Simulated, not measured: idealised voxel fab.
Proc. module: voxel tone inversion
The cross-section shown here is cut; it is 160 nm wide and divided into square cells measuring 5 nm on a side.
A cross-section is a grid of square cells, given in bands from the top down. A band is one or more rows of cells. A band entry consists of two parts. The first gives the height of the band's top and the height of its bottom, in nm. The rest lists the band's materials from left to right, each with its width in nm. A single material labelled with the word "edge to edge" fills the band from edge to edge, and the word "blank" marks empty space. Measure heights from 0. That's the level where, below it, the as-received wafer is all one material. The lowest band is bottomless and extends downward; write it as in "from 0 down". Top row gets the first number, bottom row gets the second, and each row in between changes by the same step: that is how a band width like "30->40" works. Step note "remains unaltered" = no cross-section cell changed. Listed in "Trapped void list": every empty space of 8 or more cells without an open way to the top. Form: width x height at distance, the distance being from the left edge, all in nm. Anything after a step's settings on that line? It's the simulator's own note about the step. overlay nm: where the mask lay relative to plan, measured to the right, on steps with a mask; negatives go left.

The planned process steps are enumerated hereunder
1: op RECEIVE | material Si
2: op CONFORMAL_DEP | material SiCN | thk nm 5
3: op DIRECTIONAL_DEP | material polySi | thk nm 25
4: op PATTERN | tone cover | mask id POSTS | material resist | width nm 25 | pitch nm 50 | thk nm 35 | overlay nm 0
5: op DIRECTIONAL_ETCH | etch materials polySi | depth nm 25
6: op STRIP | etch materials resist
7: op FILL_DEP | material SiO2 | thk nm 10
8: op CMP | height nm 30
9: op STRIP | etch materials polySi

Wafer cross-section on receipt, i.e. after step 1
- from 0 down  Si edge to edge
- Trapped void list: none

End-of-module XS, first of two wafers, run as planned
- from 30 to 5  SiO2: 40, then blank: 25, then SiO2: 25, then blank: 25, then SiO2: 45
- from 5 to 0  SiCN edge to edge
- from 0 down  Si edge to edge
- Trapped void list: none

Wafer two cross-section, module end. Start and plan unchanged from wafer one; one mistake made during the run
- from 30 to 25  SiO2 edge to edge
- from 25 to 0  SiO2: 40, then polySi: 25, then SiO2: 25, then polySi: 25, then SiO2: 45
- from 0 down  Si edge to edge
- Trapped void list: none
Run error: execution of step 2 of the plan did not take place, the step having been omitted
Count the cells at the end and the second wafer has more or fewer of some materials than the first: SiCN -32, SiO2 +32, polySi +50
